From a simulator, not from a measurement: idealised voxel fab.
Process module in this document: voxel gate over fins
Section shown: cut. Width: 250 nm. Cell size: 5 nm, square.
The cross-sections in this document take the form of a grid made of square cells. They are written out as bands, in order from top to bottom. Each band consists of one or more rows of cells.
Basically the band line says how high the top is and how high the bottom is, in nm, and then what's in it from left to right, every material with its width in nm. Empty space shows up as "air", and if a single material carries "edge to edge" it runs the full band edge to edge.
Zero point of the height axis is 0; under it, received wafer = one material. Lowest band: continues down indefinitely, "from 0 down".
The notation "30 to 40" denotes a width that varies across the rows of cells in the band, beginning at the first number in the top row, finishing at the second number in the bottom row, and changing by an identical amount from each row to the next.
Take "no modifications" at face value: in the step it is given for, the cross-section changed in none of its cells.
Heads up: "Entrapped void list" only lists the empty pockets with no open path to the top that are 8 cells or more, and it writes them as width x height at distance, distance from the left edge, in nm.
after a step's settings: what the simulator itself notes on the step
When a step includes a mask, the "overlay nm" setting on its line states how far to the right of its planned place that mask lay, and negative values state how far to the left.

[Set out below are the planned steps of the process]
1,RECEIVE (material Si)
2,CONFORMAL_DEP (material SiN; thk nm 10)
3,DIRECTIONAL_DEP (material aC; thk nm 10)
4,PATTERN (tone cover; mask id FINS; material resist; width nm 15; pitch nm 50; thk nm 25; overlay nm 0)
5,DIRECTIONAL_ETCH (etch materials aC; depth nm 10)
6,STRIP (etch materials resist)
7,DIRECTIONAL_ETCH (etch materials SiN; depth nm 10)
8,DIRECTIONAL_ETCH (etch materials Si; depth nm 35)
9,STRIP (etch materials aC)
10,FILL_DEP (material SiO2; thk nm 5)
11,CMP (height nm 10)
12,MASKED_ETCH (tone open; mask id RAIL; width nm 15; etch materials SiO2; depth nm 40; overlay nm 0)
13,CONFORMAL_DEP (material TiN; thk nm 5)
14,FILL_DEP (material Ru; thk nm 10)
15,CMP (height nm 10)
16,SELECTIVE_ETCH (etch materials W Ru TiN; depth nm 35)
17,FILL_DEP (material SiO2; thk nm 5)
18,CMP (height nm 10)
19,SELECTIVE_ETCH (etch materials SiO2; depth nm 25)
20,STRIP (etch materials SiN)
21,CONFORMAL_DEP (material HfO2; thk nm 5)
22,CONFORMAL_DEP (material TiN; thk nm 5)
23,CONFORMAL_DEP (material TiAl; thk nm 5)
24,CONFORMAL_DEP (material TiN; thk nm 5)
25,FILL_DEP (material W; thk nm 10)
26,CMP (height nm 25)
27,CONFORMAL_DEP (material SiCN; thk nm 5)

[Wafer at receipt (post step 1), cross-section]
from 0 down = Si edge to edge
Entrapped void list: none

[Wafer cross-section at end of module: start and plan as shown above, one execution error]
from 30 to 25 = SiCN edge to edge
from 25 to 20 = W edge to edge
from 20 to 15 = TiN edge to edge
from 15 to 10 = TiAl edge to edge
from 10 to 5 = TiN edge to edge
from 5 to 0 = HfO2: 95, TiN: 5, HfO2: 45, TiN: 5, HfO2: 100
from 0 to -10 = Si: 90, HfO2: 5, TiN: 5, HfO2: 5, Si: 35, HfO2: 5, TiN: 5, HfO2: 5, Si: 95
from -10 to -15 = Si: 90, HfO2: 15, Si: 35, HfO2: 15, Si: 95
from -15 to -35 = Si: 90, SiO2: 15, Si: 35, SiO2: 15, Si: 95
from -35 down = Si edge to edge
Entrapped void list: none
Diagnosis: step 4 did not use the planned setting and instead ran as PATTERN (tone open; mask id FINS; material resist; width nm 15; pitch nm 50; thk nm 25; overlay nm 0)
